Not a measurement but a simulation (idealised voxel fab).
Process module, titled voxel transistor to metal
Square cell edge 5 nm, section width 210 nm, ID cut.
Cross-section format: a grid of square cells, given as bands from top to bottom; each band is one or more rows of cells. For a band, the entry starts with two heights in nm, that of the top and then that of the bottom, and carries on with the band's materials in order from left to right, each alongside its width in nm; the word "throughout" beside a single material means it fills the band edge to edge, and "blank" means empty space. Counting heights begins at 0, where everything beneath is, in the wafer as received, one material. The lowest band has no bottom; it goes on downwards, as "0 down" shows. You'd read "30 to 40" like this: the band's top row of cells is as wide as the first number, its bottom row is as wide as the second, and going down, every row changes width by the same amount as the row before did. Reading "no alteration" for a step: not a cell of the cross-section changed in it. Reported under the label "Listed closed voids" are the empty spaces having no open way to the top and comprising 8 cells or more; the notation for each is width x height at distance, in which the distance is measured from the left edge and all three values are in nm. Text after the settings on a step's line: the simulator's own remark on that step. overlay nm: for a step with a mask, the amount by which the mask lay right of where it was planned; a negative amount means left of it.
## plan
1 RECEIVE: material Si
2 OXIDIZE: depth nm 5
3 CONFORMAL_DEP: material SiN, thk nm 15
4 MASKED_ETCH: tone cover, mask id ACTIVE, width nm 115, etch materials SiN, depth nm 15, overlay nm 0
5 MASKED_ETCH: tone cover, mask id ACTIVE, width nm 115, etch materials SiO2, depth nm 5, overlay nm 0
6 MASKED_ETCH: tone cover, mask id ACTIVE, width nm 115, etch materials Si, depth nm 25, overlay nm 0
7 OXIDIZE: depth nm 5
8 FILL_DEP: material SiO2, thk nm 15
9 CMP: height nm 15
10 SELECTIVE_ETCH: etch materials SiO2, depth nm 10
11 STRIP: etch materials SiN
12 SELECTIVE_ETCH: etch materials SiO2, depth nm 5
13 OXIDIZE: depth nm 5
14 DIRECTIONAL_DEP: material polySi, thk nm 25
15 DIRECTIONAL_DEP: material SiCN, thk nm 10
16 DIRECTIONAL_DEP: material aC, thk nm 10
17 PATTERN: tone cover, mask id GATE, material resist, width nm 15, thk nm 25, overlay nm 0
18 DIRECTIONAL_ETCH: etch materials aC, depth nm 10
19 STRIP: etch materials resist
20 DIRECTIONAL_ETCH: etch materials SiCN, depth nm 20
21 DIRECTIONAL_ETCH: etch materials polySi, depth nm 35
22 STRIP: etch materials aC
23 CONFORMAL_DEP: material SiN, thk nm 10
24 DIRECTIONAL_ETCH: etch materials SiN, depth nm 10
25 DIRECTIONAL_ETCH: etch materials SiO2, depth nm 5
26 DIRECTIONAL_ETCH: etch materials Si, depth nm 10
27 EPI: material nSi, thk nm 15
28 FILL_DEP: material SiO2, thk nm 5
29 CMP: height nm 30
30 DIRECTIONAL_DEP: material SiO2, thk nm 15
31 DIRECTIONAL_DEP: material aC, thk nm 10
32 PATTERN: tone open, mask id CONTACT, material resist, width nm 20, pitch nm 75, thk nm 30, overlay nm 0
33 DIRECTIONAL_ETCH: etch materials aC, depth nm 10
34 STRIP: etch materials resist
35 DIRECTIONAL_ETCH: etch materials SiO2, depth nm 50
36 STRIP: etch materials aC
37 CONFORMAL_DEP: material TiN, thk nm 5
38 FILL_DEP: material W, thk nm 5
39 CMP: height nm 45
40 CONFORMAL_DEP: material SiCN, thk nm 5
41 DIRECTIONAL_DEP: material lowk, thk nm 25
42 PATTERN: tone open, mask id METAL_1, material resist, width nm 20, pitch nm 75, thk nm 15, overlay nm 0
43 DIRECTIONAL_ETCH: etch materials lowk, depth nm 25
44 DIRECTIONAL_ETCH: etch materials SiCN, depth nm 5
45 STRIP: etch materials resist
46 CONFORMAL_DEP: material TiN, thk nm 5
47 FILL_DEP: material Ru, thk nm 10
48 CMP: height nm 75
49 CONFORMAL_DEP: material SiN, thk nm 5
## First of two wafers, with the run carried out as planned
## The cross-section here shows the wafer as received, i.e. in its state after step 1
  0 down  Si throughout
  Listed closed voids: none
## Cross-section through the wafer, step 2 finished
  0 to -5  SiO2 throughout
  Heights below -5 show no change.
## Cross-section through the wafer, step 3 finished
  15 to 0  SiN throughout
  Heights below 0 show no change.
## Cross-section through the wafer, step 4 finished
  15 to 0  blank=45; SiN=115; blank=50
  Heights below 0 show no change.
## Cross-section through the wafer, step 5 finished
  15 to 0  blank=45; SiN=115; blank=50
  0 to -5  blank=45; SiO2=115; blank=50
  Heights below -5 show no change.
## Cross-section through the wafer, step 6 finished
  15 to 0  blank=45; SiN=115; blank=50
  0 to -5  blank=45; SiO2=115; blank=50
  -5 to -30  blank=45; Si=115; blank=50
  Heights below -30 show no change.
## Cross-section through the wafer, step 7 finished
  15 to 0  blank=45; SiN=115; blank=50
  0 to -5  blank=45; SiO2=115; blank=50
  -5 to -30  blank=45; SiO2=5; Si=105; SiO2=5; blank=50
  -30 to -35  SiO2=50; Si=105; SiO2=55
  Heights below -35 show no change.
## Cross-section through the wafer, step 8 finished
  30 to 15  SiO2 throughout
  15 to 0  SiO2=45; SiN=115; SiO2=50
  0 to -5  SiO2 throughout
  -5 to -35  SiO2=50; Si=105; SiO2=55
  Heights below -35 show no change.
## Cross-section through the wafer, step 9 finished
  15 to 0  SiO2=45; SiN=115; SiO2=50
  Heights below 0 show no change.
## Cross-section through the wafer, step 10 finished
  15 to 5  blank=45; SiN=115; blank=50
  Heights below 5 show no change.
## Cross-section through the wafer, step 11 finished
  5 to 0  SiO2=45; blank=115; SiO2=50
  Heights below 0 show no change.
## Cross-section through the wafer, step 12 finished
  0 to -5  SiO2=40; blank=125; SiO2=45
  Heights below -5 show no change.
## Cross-section through the wafer, step 13 finished
  0 to -5  SiO2=40; blank=125; SiO2=45
  -5 to -10  SiO2 throughout
  Heights below -10 show no change.
## Cross-section through the wafer, step 14 finished
  25 to 20  polySi=40; blank=125; polySi=45
  20 to 0  polySi throughout
  0 to -5  SiO2=40; polySi=125; SiO2=45
  Heights below -5 show no change.
## Cross-section through the wafer, step 15 finished
  35 to 30  SiCN=40; blank=125; SiCN=45
  30 to 25  SiCN throughout
  25 to 20  polySi=40; SiCN=125; polySi=45
  Heights below 20 show no change.
## Cross-section through the wafer, step 16 finished
  45 to 40  aC=40; blank=125; aC=45
  40 to 35  aC throughout
  35 to 30  SiCN=40; aC=125; SiCN=45
  Heights below 30 show no change.
## Cross-section through the wafer, step 17 finished
  70 to 45  blank=95; resist=15; blank=100
  45 to 40  aC=40; blank=55; resist=15; blank=55; aC=45
  Heights below 40 show no change.
## Cross-section through the wafer, step 18 finished
  60 to 40  blank=95; resist=15; blank=100
  40 to 35  blank=95; aC=15; blank=100
  35 to 30  SiCN=40; blank=55; aC=15; blank=55; SiCN=45
  Heights below 30 show no change.
## Cross-section through the wafer, step 19 finished
  40 to 35  blank=95; aC=15; blank=100
  Heights below 35 show no change.
## Cross-section through the wafer, step 20 finished
  40 to 30  blank=95; aC=15; blank=100
  30 to 25  blank=95; SiCN=15; blank=100
  25 to 20  polySi=40; blank=55; SiCN=15; blank=55; polySi=45
  Heights below 20 show no change.
## Cross-section through the wafer, step 21 finished
  40 to 30  blank=95; aC=15; blank=100
  30 to 20  blank=95; SiCN=15; blank=100
  20 to 0  blank=95; polySi=15; blank=100
  0 to -5  SiO2=40; blank=55; polySi=15; blank=55; SiO2=45
  Heights below -5 show no change.
## Cross-section through the wafer, step 22 finished
  30 to 20  blank=95; SiCN=15; blank=100
  Heights below 20 show no change.
## Cross-section through the wafer, step 23 finished
  40 to 30  blank=85; SiN=35; blank=90
  30 to 20  blank=85; SiN=10; SiCN=15; SiN=10; blank=90
  20 to 10  blank=85; SiN=10; polySi=15; SiN=10; blank=90
  10 to 5  SiN=50; blank=35; SiN=10; polySi=15; SiN=10; blank=35; SiN=55
  5 to 0  SiN=95; polySi=15; SiN=100
  0 to -5  SiO2=40; SiN=55; polySi=15; SiN=55; SiO2=45
  Heights below -5 show no change.
## Cross-section through the wafer, step 24 finished
  30 to 20  blank=85; SiN=10; SiCN=15; SiN=10; blank=90
  20 to 0  blank=85; SiN=10; polySi=15; SiN=10; blank=90
  0 to -5  SiO2=40; SiN=10; blank=35; SiN=10; polySi=15; SiN=10; blank=35; SiN=10; SiO2=45
  Heights below -5 show no change.
## Cross-section through the wafer, step 25 finished
  30 to 20  blank=85; SiN=10; SiCN=15; SiN=10; blank=90
  20 to 0  blank=85; SiN=10; polySi=15; SiN=10; blank=90
  0 to -5  blank=40; SiN=10; blank=35; SiN=10; polySi=15; SiN=10; blank=35; SiN=10; blank=45
  -5 to -10  SiO2=50; blank=35; SiO2=35; blank=35; SiO2=55
  Heights below -10 show no change.
## Cross-section through the wafer, step 26 finished
  30 to 20  blank=85; SiN=10; SiCN=15; SiN=10; blank=90
  20 to 0  blank=85; SiN=10; polySi=15; SiN=10; blank=90
  0 to -5  blank=40; SiN=10; blank=35; SiN=10; polySi=15; SiN=10; blank=35; SiN=10; blank=45
  -5 to -10  SiO2=50; blank=35; SiO2=35; blank=35; SiO2=55
  -10 to -20  SiO2=50; blank=35; Si=35; blank=35; SiO2=55
  Heights below -20 show no change.
## Cross-section through the wafer, step 27 finished
  30 to 20  blank=85; SiN=10; SiCN=15; SiN=10; blank=90
  20 to 5  blank=85; SiN=10; polySi=15; SiN=10; blank=90
  5 to 0  blank=70; nSi=15; SiN=10; polySi=15; SiN=10; nSi=15; blank=75
  0 to -5  blank=40; SiN=10; blank=20; nSi=15; SiN=10; polySi=15; SiN=10; nSi=15; blank=20; SiN=10; blank=45
  -5 to -10  SiO2=50; nSi=35; SiO2=35; nSi=35; SiO2=55
  -10 to -20  SiO2=50; nSi=35; Si=35; nSi=35; SiO2=55
  Heights below -20 show no change.
## Cross-section through the wafer, step 28 finished
  35 to 30  SiO2 throughout
  30 to 20  SiO2=85; SiN=10; SiCN=15; SiN=10; SiO2=90
  20 to 5  SiO2=85; SiN=10; polySi=15; SiN=10; SiO2=90
  5 to 0  SiO2=70; nSi=15; SiN=10; polySi=15; SiN=10; nSi=15; SiO2=75
  0 to -5  SiO2=40; SiN=10; SiO2=20; nSi=15; SiN=10; polySi=15; SiN=10; nSi=15; SiO2=20; SiN=10; SiO2=45
  Heights below -5 show no change.
## Cross-section through the wafer, step 29 finished
  30 to 20  SiO2=85; SiN=10; SiCN=15; SiN=10; SiO2=90
  Heights below 20 show no change.
## Cross-section through the wafer, step 30 finished
  45 to 30  SiO2 throughout
  Heights below 30 show no change.
## Cross-section through the wafer, step 31 finished
  55 to 45  aC throughout
  Heights below 45 show no change.
## Cross-section through the wafer, step 32 finished
  85 to 55  resist=55; blank=20; resist=55; blank=20; resist=60
  Heights below 55 show no change.
## Cross-section through the wafer, step 33 finished
  75 to 55  resist=55; blank=20; resist=55; blank=20; resist=60
  55 to 45  aC=55; blank=20; aC=55; blank=20; aC=60
  Heights below 45 show no change.
## Cross-section through the wafer, step 34 finished
  55 to 45  aC=55; blank=20; aC=55; blank=20; aC=60
  Heights below 45 show no change.
## Cross-section through the wafer, step 35 finished
  55 to 45  aC=55; blank=20; aC=55; blank=20; aC=60
  45 to 30  SiO2=55; blank=20; SiO2=55; blank=20; SiO2=60
  30 to 20  SiO2=55; blank=20; SiO2=10; SiN=10; SiCN=15; SiN=10; SiO2=10; blank=20; SiO2=60
  20 to 5  SiO2=55; blank=20; SiO2=10; SiN=10; polySi=15; SiN=10; SiO2=10; blank=20; SiO2=60
  5 to 0  SiO2=55; blank=15; nSi=15; SiN=10; polySi=15; SiN=10; nSi=15; blank=15; SiO2=60
  0 to -5  SiO2=40; SiN=10; SiO2=5; blank=15; nSi=15; SiN=10; polySi=15; SiN=10; nSi=15; blank=15; SiO2=5; SiN=10; SiO2=45
  Heights below -5 show no change.
## Cross-section through the wafer, step 36 finished
  45 to 30  SiO2=55; blank=20; SiO2=55; blank=20; SiO2=60
  Heights below 30 show no change.
## Cross-section through the wafer, step 37 finished
  50 to 45  TiN=60; blank=10; TiN=65; blank=10; TiN=65
  45 to 30  SiO2=55; TiN=5; blank=10; TiN=5; SiO2=55; TiN=5; blank=10; TiN=5; SiO2=60
  30 to 20  SiO2=55; TiN=5; blank=10; TiN=5; SiO2=10; SiN=10; SiCN=15; SiN=10; SiO2=10; TiN=5; blank=10; TiN=5; SiO2=60
  20 to 10  SiO2=55; TiN=5; blank=10; TiN=5; SiO2=10; SiN=10; polySi=15; SiN=10; SiO2=10; TiN=5; blank=10; TiN=5; SiO2=60
  10 to 5  SiO2=55; TiN=5; blank=5; TiN=10; SiO2=10; SiN=10; polySi=15; SiN=10; SiO2=10; TiN=10; blank=5; TiN=5; SiO2=60
  5 to 0  SiO2=55; TiN=5; blank=5; TiN=5; nSi=15; SiN=10; polySi=15; SiN=10; nSi=15; TiN=5; blank=5; TiN=5; SiO2=60
  0 to -5  SiO2=40; SiN=10; SiO2=5; TiN=15; nSi=15; SiN=10; polySi=15; SiN=10; nSi=15; TiN=15; SiO2=5; SiN=10; SiO2=45
  Heights below -5 show no change.
## Cross-section through the wafer, step 38 finished
  55 to 50  W throughout
  50 to 45  TiN=60; W=10; TiN=65; W=10; TiN=65
  45 to 30  SiO2=55; TiN=5; W=10; TiN=5; SiO2=55; TiN=5; W=10; TiN=5; SiO2=60
  30 to 20  SiO2=55; TiN=5; W=10; TiN=5; SiO2=10; SiN=10; SiCN=15; SiN=10; SiO2=10; TiN=5; W=10; TiN=5; SiO2=60
  20 to 10  SiO2=55; TiN=5; W=10; TiN=5; SiO2=10; SiN=10; polySi=15; SiN=10; SiO2=10; TiN=5; W=10; TiN=5; SiO2=60
  10 to 5  SiO2=55; TiN=5; W=5; TiN=10; SiO2=10; SiN=10; polySi=15; SiN=10; SiO2=10; TiN=10; W=5; TiN=5; SiO2=60
  5 to 0  SiO2=55; TiN=5; W=5; TiN=5; nSi=15; SiN=10; polySi=15; SiN=10; nSi=15; TiN=5; W=5; TiN=5; SiO2=60
  Heights below 0 show no change.
## Cross-section through the wafer, step 39 finished
  45 to 30  SiO2=55; TiN=5; W=10; TiN=5; SiO2=55; TiN=5; W=10; TiN=5; SiO2=60
  Heights below 30 show no change.
## Cross-section through the wafer, step 40 finished
  50 to 45  SiCN throughout
  Heights below 45 show no change.
## Cross-section through the wafer, step 41 finished
  75 to 50  lowk throughout
  Heights below 50 show no change.
## Cross-section through the wafer, step 42 finished
  90 to 75  resist=55; blank=20; resist=55; blank=20; resist=60
  Heights below 75 show no change.
## Cross-section through the wafer, step 43 finished
  90 to 75  resist=55; blank=20; resist=55; blank=20; resist=60
  75 to 50  lowk=55; blank=20; lowk=55; blank=20; lowk=60
  Heights below 50 show no change.
## Cross-section through the wafer, step 44 finished
  90 to 75  resist=55; blank=20; resist=55; blank=20; resist=60
  75 to 50  lowk=55; blank=20; lowk=55; blank=20; lowk=60
  50 to 45  SiCN=55; blank=20; SiCN=55; blank=20; SiCN=60
  Heights below 45 show no change.
## Cross-section through the wafer, step 45 finished
  75 to 50  lowk=55; blank=20; lowk=55; blank=20; lowk=60
  Heights below 50 show no change.
## Cross-section through the wafer, step 46 finished
  80 to 75  TiN=60; blank=10; TiN=65; blank=10; TiN=65
  75 to 50  lowk=55; TiN=5; blank=10; TiN=5; lowk=55; TiN=5; blank=10; TiN=5; lowk=60
  50 to 45  SiCN=55; TiN=20; SiCN=55; TiN=20; SiCN=60
  Heights below 45 show no change.
## Cross-section through the wafer, step 47 finished
  90 to 80  Ru throughout
  80 to 75  TiN=60; Ru=10; TiN=65; Ru=10; TiN=65
  75 to 50  lowk=55; TiN=5; Ru=10; TiN=5; lowk=55; TiN=5; Ru=10; TiN=5; lowk=60
  Heights below 50 show no change.
## Cross-section through the wafer, step 48 finished
  75 to 50  lowk=55; TiN=5; Ru=10; TiN=5; lowk=55; TiN=5; Ru=10; TiN=5; lowk=60
  Heights below 50 show no change.
## Cross-section through the wafer, step 49 finished
  80 to 75  SiN throughout
  Heights below 75 show no change.
## Wafer two: like wafer one in start and plan, but with one mistake in execution; identical up to and including step 9
## Cross-section of the second wafer at the time by which step 10 should have been completed according to the plan
  15 to 0  SiO2=45; blank=115; SiO2=50
  Heights below 0 show no change.
## Cross-section of the second wafer at the time by which step 11 should have been completed according to the plan
  5 to -5  SiO2=35; blank=135; SiO2=40
  -5 to -10  SiO2=35; blank=15; Si=105; blank=15; SiO2=40
  Heights below -10 show no change.
## Cross-section of the second wafer at the time by which step 12 should have been completed according to the plan
  0 to -5  SiO2=30; blank=145; SiO2=35
  -5 to -15  SiO2=30; blank=20; Si=105; blank=20; SiO2=35
  Heights below -15 show no change.
## Cross-section of the second wafer at the time by which step 13 should have been completed according to the plan
  0 to -5  SiO2=30; blank=145; SiO2=35
  -5 to -10  SiO2=30; blank=20; SiO2=105; blank=20; SiO2=35
  -10 to -15  SiO2=30; blank=20; SiO2=5; Si=95; SiO2=5; blank=20; SiO2=35
  -15 to -20  SiO2=55; Si=95; SiO2=60
  Heights below -20 show no change.
## Cross-section of the second wafer at the time by which step 14 should have been completed according to the plan
  25 to 20  polySi=30; blank=145; polySi=35
  20 to 10  polySi=30; blank=20; polySi=105; blank=20; polySi=35
  10 to 0  polySi throughout
  0 to -5  SiO2=30; polySi=145; SiO2=35
  -5 to -10  SiO2=30; polySi=20; SiO2=105; polySi=20; SiO2=35
  -10 to -15  SiO2=30; polySi=20; SiO2=5; Si=95; SiO2=5; polySi=20; SiO2=35
  Heights below -15 show no change.
## Cross-section of the second wafer at the time by which step 15 should have been completed according to the plan
  35 to 30  SiCN=30; blank=145; SiCN=35
  30 to 25  SiCN=30; blank=20; SiCN=105; blank=20; SiCN=35
  25 to 20  polySi=30; blank=20; SiCN=105; blank=20; polySi=35
  20 to 10  polySi=30; SiCN=20; polySi=105; SiCN=20; polySi=35
  Heights below 10 show no change.
## Cross-section of the second wafer at the time by which step 16 should have been completed according to the plan
  45 to 40  aC=30; blank=145; aC=35
  40 to 35  aC=30; blank=20; aC=105; blank=20; aC=35
  35 to 30  SiCN=30; blank=20; aC=105; blank=20; SiCN=35
  30 to 25  SiCN=30; aC=20; SiCN=105; aC=20; SiCN=35
  25 to 20  polySi=30; aC=20; SiCN=105; aC=20; polySi=35
  Heights below 20 show no change.
## Cross-section of the second wafer at the time by which step 17 should have been completed according to the plan
  70 to 45  blank=95; resist=15; blank=100
  45 to 40  aC=30; blank=65; resist=15; blank=65; aC=35
  Heights below 40 show no change.
## Cross-section of the second wafer at the time by which step 18 should have been completed according to the plan
  60 to 40  blank=95; resist=15; blank=100
  40 to 35  blank=95; aC=15; blank=100
  35 to 30  SiCN=30; blank=65; aC=15; blank=65; SiCN=35
  30 to 25  SiCN=30; blank=20; SiCN=105; blank=20; SiCN=35
  25 to 20  polySi=30; blank=20; SiCN=105; blank=20; polySi=35
  Heights below 20 show no change.
## Cross-section of the second wafer at the time by which step 19 should have been completed according to the plan
  40 to 35  blank=95; aC=15; blank=100
  Heights below 35 show no change.
## Cross-section of the second wafer at the time by which step 20 should have been completed according to the plan
  40 to 30  blank=95; aC=15; blank=100
  30 to 25  blank=95; SiCN=15; blank=100
  25 to 20  polySi=30; blank=65; SiCN=15; blank=65; polySi=35
  20 to 10  polySi=30; blank=20; polySi=105; blank=20; polySi=35
  Heights below 10 show no change.
## Cross-section of the second wafer at the time by which step 21 should have been completed according to the plan
  40 to 30  blank=95; aC=15; blank=100
  30 to 20  blank=95; SiCN=15; blank=100
  20 to 0  blank=95; polySi=15; blank=100
  0 to -5  SiO2=30; blank=65; polySi=15; blank=65; SiO2=35
  -5 to -10  SiO2=30; blank=20; SiO2=105; blank=20; SiO2=35
  -10 to -15  SiO2=30; blank=20; SiO2=5; Si=95; SiO2=5; blank=20; SiO2=35
  Heights below -15 show no change.
## Cross-section of the second wafer at the time by which step 22 should have been completed according to the plan
  30 to 20  blank=95; SiCN=15; blank=100
  Heights below 20 show no change.
## Cross-section of the second wafer at the time by which step 23 should have been completed according to the plan
  40 to 30  blank=85; SiN=35; blank=90
  30 to 20  blank=85; SiN=10; SiCN=15; SiN=10; blank=90
  20 to 10  blank=85; SiN=10; polySi=15; SiN=10; blank=90
  10 to 5  SiN=40; blank=45; SiN=10; polySi=15; SiN=10; blank=45; SiN=45
  5 to 0  SiN=95; polySi=15; SiN=100
  0 to -5  SiO2=30; SiN=65; polySi=15; SiN=65; SiO2=35
  -5 to -10  SiO2=30; SiN=20; SiO2=105; SiN=20; SiO2=35
  -10 to -15  SiO2=30; SiN=20; SiO2=5; Si=95; SiO2=5; SiN=20; SiO2=35
  Heights below -15 show no change.
## Cross-section of the second wafer at the time by which step 24 should have been completed according to the plan
  30 to 20  blank=85; SiN=10; SiCN=15; SiN=10; blank=90
  20 to 0  blank=85; SiN=10; polySi=15; SiN=10; blank=90
  0 to -5  SiO2=30; SiN=10; blank=45; SiN=10; polySi=15; SiN=10; blank=45; SiN=10; SiO2=35
  Heights below -5 show no change.
## Cross-section of the second wafer at the time by which step 25 should have been completed according to the plan
  30 to 20  blank=85; SiN=10; SiCN=15; SiN=10; blank=90
  20 to 0  blank=85; SiN=10; polySi=15; SiN=10; blank=90
  0 to -5  blank=30; SiN=10; blank=45; SiN=10; polySi=15; SiN=10; blank=45; SiN=10; blank=35
  -5 to -10  SiO2=30; SiN=20; blank=35; SiO2=35; blank=35; SiN=20; SiO2=35
  Heights below -10 show no change.
## Cross-section of the second wafer at the time by which step 26 should have been completed according to the plan
  30 to 20  blank=85; SiN=10; SiCN=15; SiN=10; blank=90
  20 to 0  blank=85; SiN=10; polySi=15; SiN=10; blank=90
  0 to -5  blank=30; SiN=10; blank=45; SiN=10; polySi=15; SiN=10; blank=45; SiN=10; blank=35
  -5 to -10  SiO2=30; SiN=20; blank=35; SiO2=35; blank=35; SiN=20; SiO2=35
  -10 to -15  SiO2=30; SiN=20; SiO2=5; blank=30; Si=35; blank=30; SiO2=5; SiN=20; SiO2=35
  -15 to -20  SiO2=55; blank=30; Si=35; blank=30; SiO2=60
  Heights below -20 show no change.
## Cross-section of the second wafer at the time by which step 27 should have been completed according to the plan
  30 to 20  blank=85; SiN=10; SiCN=15; SiN=10; blank=90
  20 to 5  blank=85; SiN=10; polySi=15; SiN=10; blank=90
  5 to 0  blank=70; nSi=15; SiN=10; polySi=15; SiN=10; nSi=15; blank=75
  0 to -5  blank=30; SiN=10; blank=30; nSi=15; SiN=10; polySi=15; SiN=10; nSi=15; blank=30; SiN=10; blank=35
  -5 to -10  SiO2=30; SiN=20; nSi=35; SiO2=35; nSi=35; SiN=20; SiO2=35
  -10 to -15  SiO2=30; SiN=20; SiO2=5; nSi=30; Si=35; nSi=30; SiO2=5; SiN=20; SiO2=35
  -15 to -20  SiO2=55; nSi=30; Si=35; nSi=30; SiO2=60
  Heights below -20 show no change.
## Cross-section of the second wafer at the time by which step 28 should have been completed according to the plan
  35 to 30  SiO2 throughout
  30 to 20  SiO2=85; SiN=10; SiCN=15; SiN=10; SiO2=90
  20 to 5  SiO2=85; SiN=10; polySi=15; SiN=10; SiO2=90
  5 to 0  SiO2=70; nSi=15; SiN=10; polySi=15; SiN=10; nSi=15; SiO2=75
  0 to -5  SiO2=30; SiN=10; SiO2=30; nSi=15; SiN=10; polySi=15; SiN=10; nSi=15; SiO2=30; SiN=10; SiO2=35
  Heights below -5 show no change.
## Cross-section of the second wafer at the time by which step 29 should have been completed according to the plan
  30 to 20  SiO2=85; SiN=10; SiCN=15; SiN=10; SiO2=90
  Heights below 20 show no change.
## Cross-section of the second wafer at the time by which step 30 should have been completed according to the plan
  45 to 30  SiO2 throughout
  Heights below 30 show no change.
## Cross-section of the second wafer at the time by which step 31 should have been completed according to the plan
  55 to 45  aC throughout
  Heights below 45 show no change.
## Cross-section of the second wafer at the time by which step 32 should have been completed according to the plan
  85 to 55  resist=55; blank=20; resist=55; blank=20; resist=60
  Heights below 55 show no change.
## Cross-section of the second wafer at the time by which step 33 should have been completed according to the plan
  75 to 55  resist=55; blank=20; resist=55; blank=20; resist=60
  55 to 45  aC=55; blank=20; aC=55; blank=20; aC=60
  Heights below 45 show no change.
## Cross-section of the second wafer at the time by which step 34 should have been completed according to the plan
  55 to 45  aC=55; blank=20; aC=55; blank=20; aC=60
  Heights below 45 show no change.
## Cross-section of the second wafer at the time by which step 35 should have been completed according to the plan
  55 to 45  aC=55; blank=20; aC=55; blank=20; aC=60
  45 to 30  SiO2=55; blank=20; SiO2=55; blank=20; SiO2=60
  30 to 20  SiO2=55; blank=20; SiO2=10; SiN=10; SiCN=15; SiN=10; SiO2=10; blank=20; SiO2=60
  20 to 5  SiO2=55; blank=20; SiO2=10; SiN=10; polySi=15; SiN=10; SiO2=10; blank=20; SiO2=60
  5 to 0  SiO2=55; blank=15; nSi=15; SiN=10; polySi=15; SiN=10; nSi=15; blank=15; SiO2=60
  0 to -5  SiO2=30; SiN=10; SiO2=15; blank=15; nSi=15; SiN=10; polySi=15; SiN=10; nSi=15; blank=15; SiO2=15; SiN=10; SiO2=35
  Heights below -5 show no change.
## Cross-section of the second wafer at the time by which step 36 should have been completed according to the plan
  45 to 30  SiO2=55; blank=20; SiO2=55; blank=20; SiO2=60
  Heights below 30 show no change.
## Cross-section of the second wafer at the time by which step 37 should have been completed according to the plan
  50 to 45  TiN=60; blank=10; TiN=65; blank=10; TiN=65
  45 to 30  SiO2=55; TiN=5; blank=10; TiN=5; SiO2=55; TiN=5; blank=10; TiN=5; SiO2=60
  30 to 20  SiO2=55; TiN=5; blank=10; TiN=5; SiO2=10; SiN=10; SiCN=15; SiN=10; SiO2=10; TiN=5; blank=10; TiN=5; SiO2=60
  20 to 10  SiO2=55; TiN=5; blank=10; TiN=5; SiO2=10; SiN=10; polySi=15; SiN=10; SiO2=10; TiN=5; blank=10; TiN=5; SiO2=60
  10 to 5  SiO2=55; TiN=5; blank=5; TiN=10; SiO2=10; SiN=10; polySi=15; SiN=10; SiO2=10; TiN=10; blank=5; TiN=5; SiO2=60
  5 to 0  SiO2=55; TiN=5; blank=5; TiN=5; nSi=15; SiN=10; polySi=15; SiN=10; nSi=15; TiN=5; blank=5; TiN=5; SiO2=60
  0 to -5  SiO2=30; SiN=10; SiO2=15; TiN=15; nSi=15; SiN=10; polySi=15; SiN=10; nSi=15; TiN=15; SiO2=15; SiN=10; SiO2=35
  Heights below -5 show no change.
## Cross-section of the second wafer at the time by which step 38 should have been completed according to the plan
  55 to 50  W throughout
  50 to 45  TiN=60; W=10; TiN=65; W=10; TiN=65
  45 to 30  SiO2=55; TiN=5; W=10; TiN=5; SiO2=55; TiN=5; W=10; TiN=5; SiO2=60
  30 to 20  SiO2=55; TiN=5; W=10; TiN=5; SiO2=10; SiN=10; SiCN=15; SiN=10; SiO2=10; TiN=5; W=10; TiN=5; SiO2=60
  20 to 10  SiO2=55; TiN=5; W=10; TiN=5; SiO2=10; SiN=10; polySi=15; SiN=10; SiO2=10; TiN=5; W=10; TiN=5; SiO2=60
  10 to 5  SiO2=55; TiN=5; W=5; TiN=10; SiO2=10; SiN=10; polySi=15; SiN=10; SiO2=10; TiN=10; W=5; TiN=5; SiO2=60
  5 to 0  SiO2=55; TiN=5; W=5; TiN=5; nSi=15; SiN=10; polySi=15; SiN=10; nSi=15; TiN=5; W=5; TiN=5; SiO2=60
  Heights below 0 show no change.
## Cross-section of the second wafer at the time by which step 39 should have been completed according to the plan
  45 to 30  SiO2=55; TiN=5; W=10; TiN=5; SiO2=55; TiN=5; W=10; TiN=5; SiO2=60
  Heights below 30 show no change.
## Cross-section of the second wafer at the time by which step 40 should have been completed according to the plan
  50 to 45  SiCN throughout
  Heights below 45 show no change.
## Cross-section of the second wafer at the time by which step 41 should have been completed according to the plan
  75 to 50  lowk throughout
  Heights below 50 show no change.
## Cross-section of the second wafer at the time by which step 42 should have been completed according to the plan
  90 to 75  resist=55; blank=20; resist=55; blank=20; resist=60
  Heights below 75 show no change.
## Cross-section of the second wafer at the time by which step 43 should have been completed according to the plan
  90 to 75  resist=55; blank=20; resist=55; blank=20; resist=60
  75 to 50  lowk=55; blank=20; lowk=55; blank=20; lowk=60
  Heights below 50 show no change.
## Cross-section of the second wafer at the time by which step 44 should have been completed according to the plan
  90 to 75  resist=55; blank=20; resist=55; blank=20; resist=60
  75 to 50  lowk=55; blank=20; lowk=55; blank=20; lowk=60
  50 to 45  SiCN=55; blank=20; SiCN=55; blank=20; SiCN=60
  Heights below 45 show no change.
## Cross-section of the second wafer at the time by which step 45 should have been completed according to the plan
  75 to 50  lowk=55; blank=20; lowk=55; blank=20; lowk=60
  Heights below 50 show no change.
## Cross-section of the second wafer at the time by which step 46 should have been completed according to the plan
  80 to 75  TiN=60; blank=10; TiN=65; blank=10; TiN=65
  75 to 50  lowk=55; TiN=5; blank=10; TiN=5; lowk=55; TiN=5; blank=10; TiN=5; lowk=60
  50 to 45  SiCN=55; TiN=20; SiCN=55; TiN=20; SiCN=60
  Heights below 45 show no change.
## Cross-section of the second wafer at the time by which step 47 should have been completed according to the plan
  90 to 80  Ru throughout
  80 to 75  TiN=60; Ru=10; TiN=65; Ru=10; TiN=65
  75 to 50  lowk=55; TiN=5; Ru=10; TiN=5; lowk=55; TiN=5; Ru=10; TiN=5; lowk=60
  Heights below 50 show no change.
## Cross-section of the second wafer at the time by which step 48 should have been completed according to the plan
  75 to 50  lowk=55; TiN=5; Ru=10; TiN=5; lowk=55; TiN=5; Ru=10; TiN=5; lowk=60
  Heights below 50 show no change.
## Cross-section of the second wafer at the time by which step 49 should have been completed according to the plan
  80 to 75  SiN throughout
  Heights below 75 show no change.
Nonconformance to the process plan: sequence error: steps 10 and 11 interchanged
Final cells, second wafer relative to first, materials higher or lower: SiN +16, SiO2 -12, nSi -4
